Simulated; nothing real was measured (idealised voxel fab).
Documented hereafter: the process module known as voxel air gaps.
Square cell edge 5 nm, section width 200 nm, ID cut.
The cross-sections in this document take the form of a grid made of square cells. They are written out as bands, in order from top to bottom. Each band consists of one or more rows of cells.
In this notation a band is specified by the heights of its top and bottom, in that order and in nm, after which its materials appear from left to right, each paired with its width in nm. The word "everywhere" attached to a single material means that material fills the band from edge to edge; the word "empty" stands for empty space.
Height reference: 0 = level under which incoming wafer is all one material. Lowest band: no bottom, runs on downward, e.g. "0 nm and below".
The two numbers in a width such as "30->40" mark its ends across the band: the first belongs to the top row of cells, the second to the bottom row, and from each row to the next the width moves by the same amount.
Reading "stayed the same" for a step: not a cell of the cross-section changed in it.
This entry, "Voids lacking openings", enumerates those empty regions of no fewer than 8 cells that possess no open connection to the top. Each region is reported in the form width x height at distance, the distance being taken from the left edge, with all three quantities expressed in nm.
Text after the settings on a step's line: the simulator's own remark on that step.
overlay nm: how far to the right of its planned place the mask lay on this masked step (negative: to the left).
Read the rest as pairs. Take the cross-section before one process step, then the cross-section after it, which shows only down to the lowest band that changed. Under the pair, find the step between them and its settings. Bear in mind that pairs may come from different runs of this module on the same starting wafer: link a pair to the pair above it only where its entry headed "Status quo ante" says to.

STATUS QUO ANTE
- 0 nm and below: Si everywhere
- Voids lacking openings: none

POST-PROCESS VIEW
- 15 nm to 0 nm: SiO2 everywhere
- Unchanged below 0.
- Voids lacking openings: none
Looking at the two cross-sections above, the step in the middle is CONFORMAL_DEP | material SiO2 | thk nm 15

Status quo ante: Please consult the pair immediately above; the cross-section it shows after its step is the state before this step.

POST-PROCESS VIEW
- 20 nm to 15 nm: SiCN everywhere
- Unchanged below 15.
- Voids lacking openings: none
Looking at the two cross-sections above, the step in the middle is CONFORMAL_DEP | material SiCN | thk nm 5

Status quo ante: Please consult the pair immediately above; the cross-section it shows after its step is the state before this step.

POST-PROCESS VIEW
- 50 nm to 20 nm: lowk everywhere
- Unchanged below 20.
- Voids lacking openings: none
Looking at the two cross-sections above, the step in the middle is DIRECTIONAL_DEP | material lowk | thk nm 30

Status quo ante: Please consult the pair immediately above; the cross-section it shows after its step is the state before this step.

POST-PROCESS VIEW
- 70 nm to 50 nm: resist=45 | empty=20 | resist=25 | empty=20 | resist=25 | empty=20 | resist=45
- Unchanged below 50.
- Voids lacking openings: none
Looking at the two cross-sections above, the step in the middle is PATTERN | tone open | mask id LINES | material resist | width nm 20 | pitch nm 45 | thk nm 20 | overlay nm 0

Status quo ante: Please consult the pair immediately above; the cross-section it shows after its step is the state before this step.

POST-PROCESS VIEW
- 70 nm to 50 nm: resist=45 | empty=20 | resist=25 | empty=20 | resist=25 | empty=20 | resist=45
- 50 nm to 20 nm: lowk=45 | empty=20 | lowk=25 | empty=20 | lowk=25 | empty=20 | lowk=45
- Unchanged below 20.
- Voids lacking openings: none
Looking at the two cross-sections above, the step in the middle is DIRECTIONAL_ETCH | etch materials lowk | depth nm 30

Status quo ante: Please consult the pair immediately above; the cross-section it shows after its step is the state before this step.

POST-PROCESS VIEW
- 50 nm to 20 nm: lowk=45 | empty=20 | lowk=25 | empty=20 | lowk=25 | empty=20 | lowk=45
- Unchanged below 20.
- Voids lacking openings: none
Looking at the two cross-sections above, the step in the middle is STRIP | etch materials resist

Status quo ante: Please consult the pair immediately above; the cross-section it shows after its step is the state before this step.

POST-PROCESS VIEW
- 55 nm to 50 nm: TiN=50 | empty=10 | TiN=35 | empty=10 | TiN=35 | empty=10 | TiN=50
- 50 nm to 25 nm: lowk=45 | TiN=5 | empty=10 | TiN=5 | lowk=25 | TiN=5 | empty=10 | TiN=5 | lowk=25 | TiN=5 | empty=10 | TiN=5 | lowk=45
- 25 nm to 20 nm: lowk=45 | TiN=20 | lowk=25 | TiN=20 | lowk=25 | TiN=20 | lowk=45
- Unchanged below 20.
- Voids lacking openings: none
Looking at the two cross-sections above, the step in the middle is CONFORMAL_DEP | material TiN | thk nm 5

Status quo ante: Please consult the pair immediately above; the cross-section it shows after its step is the state before this step.

POST-PROCESS VIEW
- 60 nm to 55 nm: Ru everywhere
- 55 nm to 50 nm: TiN=50 | Ru=10 | TiN=35 | Ru=10 | TiN=35 | Ru=10 | TiN=50
- 50 nm to 25 nm: lowk=45 | TiN=5 | Ru=10 | TiN=5 | lowk=25 | TiN=5 | Ru=10 | TiN=5 | lowk=25 | TiN=5 | Ru=10 | TiN=5 | lowk=45
- Unchanged below 25.
- Voids lacking openings: none
Looking at the two cross-sections above, the step in the middle is FILL_DEP | material Ru | thk nm 5

Status quo ante: Please consult the pair immediately above; the cross-section it shows after its step is the state before this step.

POST-PROCESS VIEW
- 50 nm to 25 nm: lowk=45 | TiN=5 | Ru=10 | TiN=5 | lowk=25 | TiN=5 | Ru=10 | TiN=5 | lowk=25 | TiN=5 | Ru=10 | TiN=5 | lowk=45
- Unchanged below 25.
- Voids lacking openings: none
Looking at the two cross-sections above, the step in the middle is CMP | height nm 50

Status quo ante: Please consult the pair immediately above; the cross-section it shows after its step is the state before this step.

POST-PROCESS VIEW
- 60 nm to 50 nm: empty=35 | Ru=40 | empty=5 | Ru=40 | empty=5 | Ru=40 | empty=35
- Unchanged below 50.
- Voids lacking openings: none
Looking at the two cross-sections above, the step in the middle is EPI | material Ru | thk nm 10

Status quo ante: Please consult the pair immediately above; the cross-section it shows after its step is the state before this step.

POST-PROCESS VIEW
- 60 nm to 50 nm: empty=35 | Ru=40 | empty=5 | Ru=40 | empty=5 | Ru=40 | empty=35
- 50 nm to 25 nm: empty=45 | TiN=5 | Ru=10 | TiN=5 | empty=25 | TiN=5 | Ru=10 | TiN=5 | empty=25 | TiN=5 | Ru=10 | TiN=5 | empty=45
- 25 nm to 20 nm: empty=45 | TiN=20 | empty=25 | TiN=20 | empty=25 | TiN=20 | empty=45
- Unchanged below 20.
- Voids lacking openings: none
Looking at the two cross-sections above, the step in the middle is SELECTIVE_ETCH | etch materials lowk | depth nm 40

Status quo ante: Please consult the pair immediately above; the cross-section it shows after its step is the state before this step.

POST-PROCESS VIEW
- 65 nm to 60 nm: empty=30 | SiCN=140 | empty=30
- 60 nm to 50 nm: empty=30 | SiCN=5 | Ru=40 | SiCN=5 | Ru=40 | SiCN=5 | Ru=40 | SiCN=5 | empty=30
- 50 nm to 45 nm: empty=30 | SiCN=15 | TiN=5 | Ru=10 | TiN=5 | SiCN=25 | TiN=5 | Ru=10 | TiN=5 | SiCN=25 | TiN=5 | Ru=10 | TiN=5 | SiCN=15 | empty=30
- 45 nm to 25 nm: empty=40 | SiCN=5 | TiN=5 | Ru=10 | TiN=5 | SiCN=5 | empty=15 | SiCN=5 | TiN=5 | Ru=10 | TiN=5 | SiCN=5 | empty=15 | SiCN=5 | TiN=5 | Ru=10 | TiN=5 | SiCN=5 | empty=40
- 25 nm to 20 nm: SiCN=45 | TiN=20 | SiCN=25 | TiN=20 | SiCN=25 | TiN=20 | SiCN=45
- Unchanged below 20.
- Voids lacking openings: 15 x 20 at 70; 15 x 20 at 115
Looking at the two cross-sections above, the step in the middle is CONFORMAL_DEP | material SiCN | thk nm 5

STATUS QUO ANTE
- 60 nm to 50 nm: empty=35 | Ru=40 | empty=5 | Ru=40 | empty=5 | Ru=40 | empty=35
- 50 nm to 25 nm: lowk=45 | TiN=5 | Ru=10 | TiN=5 | lowk=25 | TiN=5 | Ru=10 | TiN=5 | lowk=25 | TiN=5 | Ru=10 | TiN=5 | lowk=45
- 25 nm to 20 nm: lowk=45 | TiN=20 | lowk=25 | TiN=20 | lowk=25 | TiN=20 | lowk=45
- 20 nm to 15 nm: SiCN everywhere
- 15 nm to 0 nm: SiO2 everywhere
- 0 nm and below: Si everywhere
- Voids lacking openings: none

POST-PROCESS VIEW
- 70 nm to 50 nm: empty=25 | Ru=150 | empty=25
- Unchanged below 50.
- Voids lacking openings: none
Looking at the two cross-sections above, the step in the middle is EPI | material Ru | thk nm 10

Status quo ante: Please consult the pair immediately above; the cross-section it shows after its step is the state before this step.

POST-PROCESS VIEW
- 70 nm to 50 nm: empty=25 | Ru=150 | empty=25
- 50 nm to 25 nm: empty=45 | TiN=5 | Ru=10 | TiN=5 | lowk=25 | TiN=5 | Ru=10 | TiN=5 | lowk=25 | TiN=5 | Ru=10 | TiN=5 | empty=45
- 25 nm to 20 nm: empty=45 | TiN=20 | lowk=25 | TiN=20 | lowk=25 | TiN=20 | empty=45
- Unchanged below 20.
- Voids lacking openings: none
Looking at the two cross-sections above, the step in the middle is SELECTIVE_ETCH | etch materials lowk | depth nm 40

Status quo ante: Please consult the pair immediately above; the cross-section it shows after its step is the state before this step.

POST-PROCESS VIEW
- 75 nm to 70 nm: empty=20 | SiCN=160 | empty=20
- 70 nm to 50 nm: empty=20 | SiCN=5 | Ru=150 | SiCN=5 | empty=20
- 50 nm to 45 nm: empty=20 | SiCN=25 | TiN=5 | Ru=10 | TiN=5 | lowk=25 | TiN=5 | Ru=10 | TiN=5 | lowk=25 | TiN=5 | Ru=10 | TiN=5 | SiCN=25 | empty=20
- 45 nm to 25 nm: empty=40 | SiCN=5 | TiN=5 | Ru=10 | TiN=5 | lowk=25 | TiN=5 | Ru=10 | TiN=5 | lowk=25 | TiN=5 | Ru=10 | TiN=5 | SiCN=5 | empty=40
- 25 nm to 20 nm: SiCN=45 | TiN=20 | lowk=25 | TiN=20 | lowk=25 | TiN=20 | SiCN=45
- Unchanged below 20.
- Voids lacking openings: none
Looking at the two cross-sections above, the step in the middle is CONFORMAL_DEP | material SiCN | thk nm 5

STATUS QUO ANTE
- 0 nm and below: Si everywhere
- Voids lacking openings: none

POST-PROCESS VIEW
- 5 nm to 0 nm: SiCN everywhere
- Unchanged below 0.
- Voids lacking openings: none
Looking at the two cross-sections above, the step in the middle is CONFORMAL_DEP | material SiCN | thk nm 5

Status quo ante: Please consult the pair immediately above; the cross-section it shows after its step is the state before this step.

POST-PROCESS VIEW
- 20 nm to 5 nm: SiO2 everywhere
- Unchanged below 5.
- Voids lacking openings: none
Looking at the two cross-sections above, the step in the middle is CONFORMAL_DEP | material SiO2 | thk nm 15

Status quo ante: Please consult the pair immediately above; the cross-section it shows after its step is the state before this step.

POST-PROCESS VIEW
- 50 nm to 20 nm: lowk everywhere
- Unchanged below 20.
- Voids lacking openings: none
Looking at the two cross-sections above, the step in the middle is DIRECTIONAL_DEP | material lowk | thk nm 30

Status quo ante: Please consult the pair immediately above; the cross-section it shows after its step is the state before this step.

POST-PROCESS VIEW
- 70 nm to 50 nm: resist=45 | empty=20 | resist=25 | empty=20 | resist=25 | empty=20 | resist=45
- Unchanged below 50.
- Voids lacking openings: none
Looking at the two cross-sections above, the step in the middle is PATTERN | tone open | mask id LINES | material resist | width nm 20 | pitch nm 45 | thk nm 20 | overlay nm 0

Status quo ante: Please consult the pair immediately above; the cross-section it shows after its step is the state before this step.

POST-PROCESS VIEW
- 70 nm to 50 nm: resist=45 | empty=20 | resist=25 | empty=20 | resist=25 | empty=20 | resist=45
- 50 nm to 20 nm: lowk=45 | empty=20 | lowk=25 | empty=20 | lowk=25 | empty=20 | lowk=45
- Unchanged below 20.
- Voids lacking openings: none
Looking at the two cross-sections above, the step in the middle is DIRECTIONAL_ETCH | etch materials lowk | depth nm 30

Status quo ante: Please consult the pair immediately above; the cross-section it shows after its step is the state before this step.

POST-PROCESS VIEW
- 50 nm to 20 nm: lowk=45 | empty=20 | lowk=25 | empty=20 | lowk=25 | empty=20 | lowk=45
- Unchanged below 20.
- Voids lacking openings: none
Looking at the two cross-sections above, the step in the middle is STRIP | etch materials resist

Status quo ante: Please consult the pair immediately above; the cross-section it shows after its step is the state before this step.

POST-PROCESS VIEW
- 55 nm to 50 nm: TiN=50 | empty=10 | TiN=35 | empty=10 | TiN=35 | empty=10 | TiN=50
- 50 nm to 25 nm: lowk=45 | TiN=5 | empty=10 | TiN=5 | lowk=25 | TiN=5 | empty=10 | TiN=5 | lowk=25 | TiN=5 | empty=10 | TiN=5 | lowk=45
- 25 nm to 20 nm: lowk=45 | TiN=20 | lowk=25 | TiN=20 | lowk=25 | TiN=20 | lowk=45
- Unchanged below 20.
- Voids lacking openings: none
Looking at the two cross-sections above, the step in the middle is CONFORMAL_DEP | material TiN | thk nm 5

Status quo ante: Please consult the pair immediately above; the cross-section it shows after its step is the state before this step.

POST-PROCESS VIEW
- 60 nm to 55 nm: Ru everywhere
- 55 nm to 50 nm: TiN=50 | Ru=10 | TiN=35 | Ru=10 | TiN=35 | Ru=10 | TiN=50
- 50 nm to 25 nm: lowk=45 | TiN=5 | Ru=10 | TiN=5 | lowk=25 | TiN=5 | Ru=10 | TiN=5 | lowk=25 | TiN=5 | Ru=10 | TiN=5 | lowk=45
- Unchanged below 25.
- Voids lacking openings: none
Looking at the two cross-sections above, the step in the middle is FILL_DEP | material Ru | thk nm 5

Status quo ante: Please consult the pair immediately above; the cross-section it shows after its step is the state before this step.

POST-PROCESS VIEW
- 50 nm to 25 nm: lowk=45 | TiN=5 | Ru=10 | TiN=5 | lowk=25 | TiN=5 | Ru=10 | TiN=5 | lowk=25 | TiN=5 | Ru=10 | TiN=5 | lowk=45
- Unchanged below 25.
- Voids lacking openings: none
Looking at the two cross-sections above, the step in the middle is CMP | height nm 50

Status quo ante: Please consult the pair immediately above; the cross-section it shows after its step is the state before this step.

POST-PROCESS VIEW
- 60 nm to 50 nm: empty=35 | Ru=40 | empty=5 | Ru=40 | empty=5 | Ru=40 | empty=35
- Unchanged below 50.
- Voids lacking openings: none
Looking at the two cross-sections above, the step in the middle is EPI | material Ru | thk nm 10

Status quo ante: Please consult the pair immediately above; the cross-section it shows after its step is the state before this step.

POST-PROCESS VIEW
- 60 nm to 50 nm: empty=35 | Ru=40 | empty=5 | Ru=40 | empty=5 | Ru=40 | empty=35
- 50 nm to 25 nm: empty=45 | TiN=5 | Ru=10 | TiN=5 | empty=25 | TiN=5 | Ru=10 | TiN=5 | empty=25 | TiN=5 | Ru=10 | TiN=5 | empty=45
- 25 nm to 20 nm: empty=45 | TiN=20 | empty=25 | TiN=20 | empty=25 | TiN=20 | empty=45
- Unchanged below 20.
- Voids lacking openings: none
Looking at the two cross-sections above, the step in the middle is SELECTIVE_ETCH | etch materials lowk | depth nm 40

Status quo ante: Please consult the pair immediately above; the cross-section it shows after its step is the state before this step.

POST-PROCESS VIEW
- 65 nm to 60 nm: empty=30 | SiCN=140 | empty=30
- 60 nm to 50 nm: empty=30 | SiCN=5 | Ru=40 | SiCN=5 | Ru=40 | SiCN=5 | Ru=40 | SiCN=5 | empty=30
- 50 nm to 45 nm: empty=30 | SiCN=15 | TiN=5 | Ru=10 | TiN=5 | SiCN=25 | TiN=5 | Ru=10 | TiN=5 | SiCN=25 | TiN=5 | Ru=10 | TiN=5 | SiCN=15 | empty=30
- 45 nm to 25 nm: empty=40 | SiCN=5 | TiN=5 | Ru=10 | TiN=5 | SiCN=5 | empty=15 | SiCN=5 | TiN=5 | Ru=10 | TiN=5 | SiCN=5 | empty=15 | SiCN=5 | TiN=5 | Ru=10 | TiN=5 | SiCN=5 | empty=40
- 25 nm to 20 nm: SiCN=45 | TiN=20 | SiCN=25 | TiN=20 | SiCN=25 | TiN=20 | SiCN=45
- Unchanged below 20.
- Voids lacking openings: 15 x 20 at 70; 15 x 20 at 115
Looking at the two cross-sections above, the step in the middle is CONFORMAL_DEP | material SiCN | thk nm 5

STATUS QUO ANTE
- 0 nm and below: Si everywhere
- Voids lacking openings: none

POST-PROCESS VIEW
- 20 nm to 0 nm: SiO2 everywhere
- Unchanged below 0.
- Voids lacking openings: none
Looking at the two cross-sections above, the step in the middle is CONFORMAL_DEP | material SiO2 | thk nm 20

Status quo ante: Please consult the pair immediately above; the cross-section it shows after its step is the state before this step.

POST-PROCESS VIEW
- 25 nm to 20 nm: SiCN everywhere
- Unchanged below 20.
- Voids lacking openings: none
Looking at the two cross-sections above, the step in the middle is CONFORMAL_DEP | material SiCN | thk nm 5

Status quo ante: Please consult the pair immediately above; the cross-section it shows after its step is the state before this step.

POST-PROCESS VIEW
- 55 nm to 25 nm: lowk everywhere
- Unchanged below 25.
- Voids lacking openings: none
Looking at the two cross-sections above, the step in the middle is DIRECTIONAL_DEP | material lowk | thk nm 30

Status quo ante: Please consult the pair immediately above; the cross-section it shows after its step is the state before this step.

POST-PROCESS VIEW
- 75 nm to 55 nm: resist=45 | empty=20 | resist=25 | empty=20 | resist=25 | empty=20 | resist=45
- Unchanged below 55.
- Voids lacking openings: none
Looking at the two cross-sections above, the step in the middle is PATTERN | tone open | mask id LINES | material resist | width nm 20 | pitch nm 45 | thk nm 20 | overlay nm 0

Status quo ante: Please consult the pair immediately above; the cross-section it shows after its step is the state before this step.

POST-PROCESS VIEW
- 75 nm to 55 nm: resist=45 | empty=20 | resist=25 | empty=20 | resist=25 | empty=20 | resist=45
- 55 nm to 25 nm: lowk=45 | empty=20 | lowk=25 | empty=20 | lowk=25 | empty=20 | lowk=45
- Unchanged below 25.
- Voids lacking openings: none
Looking at the two cross-sections above, the step in the middle is DIRECTIONAL_ETCH | etch materials lowk | depth nm 30

Status quo ante: Please consult the pair immediately above; the cross-section it shows after its step is the state before this step.

POST-PROCESS VIEW
- 55 nm to 25 nm: lowk=45 | empty=20 | lowk=25 | empty=20 | lowk=25 | empty=20 | lowk=45
- Unchanged below 25.
- Voids lacking openings: none
Looking at the two cross-sections above, the step in the middle is STRIP | etch materials resist

Status quo ante: Please consult the pair immediately above; the cross-section it shows after its step is the state before this step.

POST-PROCESS VIEW
- 60 nm to 55 nm: TiN=50 | empty=10 | TiN=35 | empty=10 | TiN=35 | empty=10 | TiN=50
- 55 nm to 30 nm: lowk=45 | TiN=5 | empty=10 | TiN=5 | lowk=25 | TiN=5 | empty=10 | TiN=5 | lowk=25 | TiN=5 | empty=10 | TiN=5 | lowk=45
- 30 nm to 25 nm: lowk=45 | TiN=20 | lowk=25 | TiN=20 | lowk=25 | TiN=20 | lowk=45
- Unchanged below 25.
- Voids lacking openings: none
Looking at the two cross-sections above, the step in the middle is CONFORMAL_DEP | material TiN | thk nm 5

Status quo ante: Please consult the pair immediately above; the cross-section it shows after its step is the state before this step.

POST-PROCESS VIEW
- 65 nm to 60 nm: Ru everywhere
- 60 nm to 55 nm: TiN=50 | Ru=10 | TiN=35 | Ru=10 | TiN=35 | Ru=10 | TiN=50
- 55 nm to 30 nm: lowk=45 | TiN=5 | Ru=10 | TiN=5 | lowk=25 | TiN=5 | Ru=10 | TiN=5 | lowk=25 | TiN=5 | Ru=10 | TiN=5 | lowk=45
- Unchanged below 30.
- Voids lacking openings: none
Looking at the two cross-sections above, the step in the middle is FILL_DEP | material Ru | thk nm 5

Status quo ante: Please consult the pair immediately above; the cross-section it shows after its step is the state before this step.

POST-PROCESS VIEW
- 50 nm to 30 nm: lowk=45 | TiN=5 | Ru=10 | TiN=5 | lowk=25 | TiN=5 | Ru=10 | TiN=5 | lowk=25 | TiN=5 | Ru=10 | TiN=5 | lowk=45
- Unchanged below 30.
- Voids lacking openings: none
Looking at the two cross-sections above, the step in the middle is CMP | height nm 50

Status quo ante: Please consult the pair immediately above; the cross-section it shows after its step is the state before this step.

POST-PROCESS VIEW
- 60 nm to 50 nm: empty=35 | Ru=40 | empty=5 | Ru=40 | empty=5 | Ru=40 | empty=35
- Unchanged below 50.
- Voids lacking openings: none
Looking at the two cross-sections above, the step in the middle is EPI | material Ru | thk nm 10

Status quo ante: Please consult the pair immediately above; the cross-section it shows after its step is the state before this step.

POST-PROCESS VIEW
- 60 nm to 50 nm: empty=35 | Ru=40 | empty=5 | Ru=40 | empty=5 | Ru=40 | empty=35
- 50 nm to 30 nm: empty=45 | TiN=5 | Ru=10 | TiN=5 | empty=25 | TiN=5 | Ru=10 | TiN=5 | empty=25 | TiN=5 | Ru=10 | TiN=5 | empty=45
- 30 nm to 25 nm: empty=45 | TiN=20 | empty=25 | TiN=20 | empty=25 | TiN=20 | empty=45
- Unchanged below 25.
- Voids lacking openings: none
Looking at the two cross-sections above, the step in the middle is SELECTIVE_ETCH | etch materials lowk | depth nm 40

Status quo ante: Please consult the pair immediately above; the cross-section it shows after its step is the state before this step.

POST-PROCESS VIEW
- 65 nm to 60 nm: empty=30 | SiCN=140 | empty=30
- 60 nm to 50 nm: empty=30 | SiCN=5 | Ru=40 | SiCN=5 | Ru=40 | SiCN=5 | Ru=40 | SiCN=5 | empty=30
- 50 nm to 45 nm: empty=30 | SiCN=15 | TiN=5 | Ru=10 | TiN=5 | SiCN=25 | TiN=5 | Ru=10 | TiN=5 | SiCN=25 | TiN=5 | Ru=10 | TiN=5 | SiCN=15 | empty=30
- 45 nm to 30 nm: empty=40 | SiCN=5 | TiN=5 | Ru=10 | TiN=5 | SiCN=5 | empty=15 | SiCN=5 | TiN=5 | Ru=10 | TiN=5 | SiCN=5 | empty=15 | SiCN=5 | TiN=5 | Ru=10 | TiN=5 | SiCN=5 | empty=40
- 30 nm to 25 nm: SiCN=45 | TiN=20 | SiCN=25 | TiN=20 | SiCN=25 | TiN=20 | SiCN=45
- Unchanged below 25.
- Voids lacking openings: 15 x 15 at 70; 15 x 15 at 115
Looking at the two cross-sections above, the step in the middle is CONFORMAL_DEP | material SiCN | thk nm 5

STATUS QUO ANTE
- 50 nm to 20 nm: lowk everywhere
- 20 nm to 15 nm: SiCN everywhere
- 15 nm to 0 nm: SiO2 everywhere
- 0 nm and below: Si everywhere
- Voids lacking openings: none

POST-PROCESS VIEW
- 70 nm to 50 nm: resist=45 | empty=25 | resist=20 | empty=25 | resist=20 | empty=25 | resist=40
- Unchanged below 50.
- Voids lacking openings: none
Looking at the two cross-sections above, the step in the middle is PATTERN | tone open | mask id LINES | material resist | width nm 25 | pitch nm 45 | thk nm 20 | overlay nm 0

Status quo ante: Please consult the pair immediately above; the cross-section it shows after its step is the state before this step.

POST-PROCESS VIEW
- 70 nm to 50 nm: resist=45 | empty=25 | resist=20 | empty=25 | resist=20 | empty=25 | resist=40
- 50 nm to 20 nm: lowk=45 | empty=25 | lowk=20 | empty=25 | lowk=20 | empty=25 | lowk=40
- Unchanged below 20.
- Voids lacking openings: none
Looking at the two cross-sections above, the step in the middle is DIRECTIONAL_ETCH | etch materials lowk | depth nm 30

Status quo ante: Please consult the pair immediately above; the cross-section it shows after its step is the state before this step.

POST-PROCESS VIEW
- 50 nm to 20 nm: lowk=45 | empty=25 | lowk=20 | empty=25 | lowk=20 | empty=25 | lowk=40
- Unchanged below 20.
- Voids lacking openings: none
Looking at the two cross-sections above, the step in the middle is STRIP | etch materials resist

Status quo ante: Please consult the pair immediately above; the cross-section it shows after its step is the state before this step.

POST-PROCESS VIEW
- 55 nm to 50 nm: TiN=50 | empty=15 | TiN=30 | empty=15 | TiN=30 | empty=15 | TiN=45
- 50 nm to 25 nm: lowk=45 | TiN=5 | empty=15 | TiN=5 | lowk=20 | TiN=5 | empty=15 | TiN=5 | lowk=20 | TiN=5 | empty=15 | TiN=5 | lowk=40
- 25 nm to 20 nm: lowk=45 | TiN=25 | lowk=20 | TiN=25 | lowk=20 | TiN=25 | lowk=40
- Unchanged below 20.
- Voids lacking openings: none
Looking at the two cross-sections above, the step in the middle is CONFORMAL_DEP | material TiN | thk nm 5

Status quo ante: Please consult the pair immediately above; the cross-section it shows after its step is the state before this step.

POST-PROCESS VIEW
- 60 nm to 55 nm: Ru everywhere
- 55 nm to 50 nm: TiN=50 | Ru=15 | TiN=30 | Ru=15 | TiN=30 | Ru=15 | TiN=45
- 50 nm to 25 nm: lowk=45 | TiN=5 | Ru=15 | TiN=5 | lowk=20 | TiN=5 | Ru=15 | TiN=5 | lowk=20 | TiN=5 | Ru=15 | TiN=5 | lowk=40
- Unchanged below 25.
- Voids lacking openings: none
Looking at the two cross-sections above, the step in the middle is FILL_DEP | material Ru | thk nm 5

Status quo ante: Please consult the pair immediately above; the cross-section it shows after its step is the state before this step.

POST-PROCESS VIEW
- 50 nm to 25 nm: lowk=45 | TiN=5 | Ru=15 | TiN=5 | lowk=20 | TiN=5 | Ru=15 | TiN=5 | lowk=20 | TiN=5 | Ru=15 | TiN=5 | lowk=40
- Unchanged below 25.
- Voids lacking openings: none
Looking at the two cross-sections above, the step in the middle is CMP | height nm 50

Status quo ante: Please consult the pair immediately above; the cross-section it shows after its step is the state before this step.

POST-PROCESS VIEW
- 60 nm to 50 nm: empty=35 | Ru=135 | empty=30
- Unchanged below 50.
- Voids lacking openings: none
Looking at the two cross-sections above, the step in the middle is EPI | material Ru | thk nm 10

Status quo ante: Please consult the pair immediately above; the cross-section it shows after its step is the state before this step.

POST-PROCESS VIEW
- 60 nm to 50 nm: empty=35 | Ru=135 | empty=30
- 50 nm to 25 nm: empty=45 | TiN=5 | Ru=15 | TiN=5 | lowk=20 | TiN=5 | Ru=15 | TiN=5 | lowk=20 | TiN=5 | Ru=15 | TiN=5 | empty=40
- 25 nm to 20 nm: empty=45 | TiN=25 | lowk=20 | TiN=25 | lowk=20 | TiN=25 | empty=40
- Unchanged below 20.
- Voids lacking openings: none
Looking at the two cross-sections above, the step in the middle is SELECTIVE_ETCH | etch materials lowk | depth nm 40

Status quo ante: Please consult the pair immediately above; the cross-section it shows after its step is the state before this step.

POST-PROCESS VIEW
- 65 nm to 60 nm: empty=30 | SiCN=145 | empty=25
- 60 nm to 50 nm: empty=30 | SiCN=5 | Ru=135 | SiCN=5 | empty=25
- 50 nm to 45 nm: empty=30 | SiCN=15 | TiN=5 | Ru=15 | TiN=5 | lowk=20 | TiN=5 | Ru=15 | TiN=5 | lowk=20 | TiN=5 | Ru=15 | TiN=5 | SiCN=15 | empty=25
- 45 nm to 25 nm: empty=40 | SiCN=5 | TiN=5 | Ru=15 | TiN=5 | lowk=20 | TiN=5 | Ru=15 | TiN=5 | lowk=20 | TiN=5 | Ru=15 | TiN=5 | SiCN=5 | empty=35
- 25 nm to 20 nm: SiCN=45 | TiN=25 | lowk=20 | TiN=25 | lowk=20 | TiN=25 | SiCN=40
- Unchanged below 20.
- Voids lacking openings: none
Looking at the two cross-sections above, the step in the middle is CONFORMAL_DEP | material SiCN | thk nm 5

STATUS QUO ANTE
- 50 nm to 20 nm: lowk everywhere
- 20 nm to 15 nm: SiCN everywhere
- 15 nm to 0 nm: SiO2 everywhere
- 0 nm and below: Si everywhere
- Voids lacking openings: none

POST-PROCESS VIEW
- 70 nm to 50 nm: resist=40 | empty=20 | resist=25 | empty=20 | resist=25 | empty=20 | resist=50
- Unchanged below 50.
- Voids lacking openings: none
Looking at the two cross-sections above, the step in the middle is PATTERN | tone open | mask id LINES | material resist | width nm 20 | pitch nm 45 | thk nm 20 | overlay nm -5

Status quo ante: Please consult the pair immediately above; the cross-section it shows after its step is the state before this step.

POST-PROCESS VIEW
- 70 nm to 50 nm: resist=40 | empty=20 | resist=25 | empty=20 | resist=25 | empty=20 | resist=50
- 50 nm to 20 nm: lowk=40 | empty=20 | lowk=25 | empty=20 | lowk=25 | empty=20 | lowk=50
- Unchanged below 20.
- Voids lacking openings: none
Looking at the two cross-sections above, the step in the middle is DIRECTIONAL_ETCH | etch materials lowk | depth nm 30

Status quo ante: Please consult the pair immediately above; the cross-section it shows after its step is the state before this step.

POST-PROCESS VIEW
- 50 nm to 20 nm: lowk=40 | empty=20 | lowk=25 | empty=20 | lowk=25 | empty=20 | lowk=50
- Unchanged below 20.
- Voids lacking openings: none
Looking at the two cross-sections above, the step in the middle is STRIP | etch materials resist

Status quo ante: Please consult the pair immediately above; the cross-section it shows after its step is the state before this step.

POST-PROCESS VIEW
- 55 nm to 50 nm: TiN=45 | empty=10 | TiN=35 | empty=10 | TiN=35 | empty=10 | TiN=55
- 50 nm to 25 nm: lowk=40 | TiN=5 | empty=10 | TiN=5 | lowk=25 | TiN=5 | empty=10 | TiN=5 | lowk=25 | TiN=5 | empty=10 | TiN=5 | lowk=50
- 25 nm to 20 nm: lowk=40 | TiN=20 | lowk=25 | TiN=20 | lowk=25 | TiN=20 | lowk=50
- Unchanged below 20.
- Voids lacking openings: none
Looking at the two cross-sections above, the step in the middle is CONFORMAL_DEP | material TiN | thk nm 5

Status quo ante: Please consult the pair immediately above; the cross-section it shows after its step is the state before this step.

POST-PROCESS VIEW
- 60 nm to 55 nm: Ru everywhere
- 55 nm to 50 nm: TiN=45 | Ru=10 | TiN=35 | Ru=10 | TiN=35 | Ru=10 | TiN=55
- 50 nm to 25 nm: lowk=40 | TiN=5 | Ru=10 | TiN=5 | lowk=25 | TiN=5 | Ru=10 | TiN=5 | lowk=25 | TiN=5 | Ru=10 | TiN=5 | lowk=50
- Unchanged below 25.
- Voids lacking openings: none
Looking at the two cross-sections above, the step in the middle is FILL_DEP | material Ru | thk nm 5

Status quo ante: Please consult the pair immediately above; the cross-section it shows after its step is the state before this step.

POST-PROCESS VIEW
- 50 nm to 25 nm: lowk=40 | TiN=5 | Ru=10 | TiN=5 | lowk=25 | TiN=5 | Ru=10 | TiN=5 | lowk=25 | TiN=5 | Ru=10 | TiN=5 | lowk=50
- Unchanged below 25.
- Voids lacking openings: none
Looking at the two cross-sections above, the step in the middle is CMP | height nm 50

Status quo ante: Please consult the pair immediately above; the cross-section it shows after its step is the state before this step.

POST-PROCESS VIEW
- 60 nm to 50 nm: empty=30 | Ru=40 | empty=5 | Ru=40 | empty=5 | Ru=40 | empty=40
- Unchanged below 50.
- Voids lacking openings: none
Looking at the two cross-sections above, the step in the middle is EPI | material Ru | thk nm 10

Status quo ante: Please consult the pair immediately above; the cross-section it shows after its step is the state before this step.

POST-PROCESS VIEW
- 60 nm to 50 nm: empty=30 | Ru=40 | empty=5 | Ru=40 | empty=5 | Ru=40 | empty=40
- 50 nm to 25 nm: empty=40 | TiN=5 | Ru=10 | TiN=5 | empty=25 | TiN=5 | Ru=10 | TiN=5 | empty=25 | TiN=5 | Ru=10 | TiN=5 | empty=50
- 25 nm to 20 nm: empty=40 | TiN=20 | empty=25 | TiN=20 | empty=25 | TiN=20 | empty=50
- Unchanged below 20.
- Voids lacking openings: none
Looking at the two cross-sections above, the step in the middle is SELECTIVE_ETCH | etch materials lowk | depth nm 40
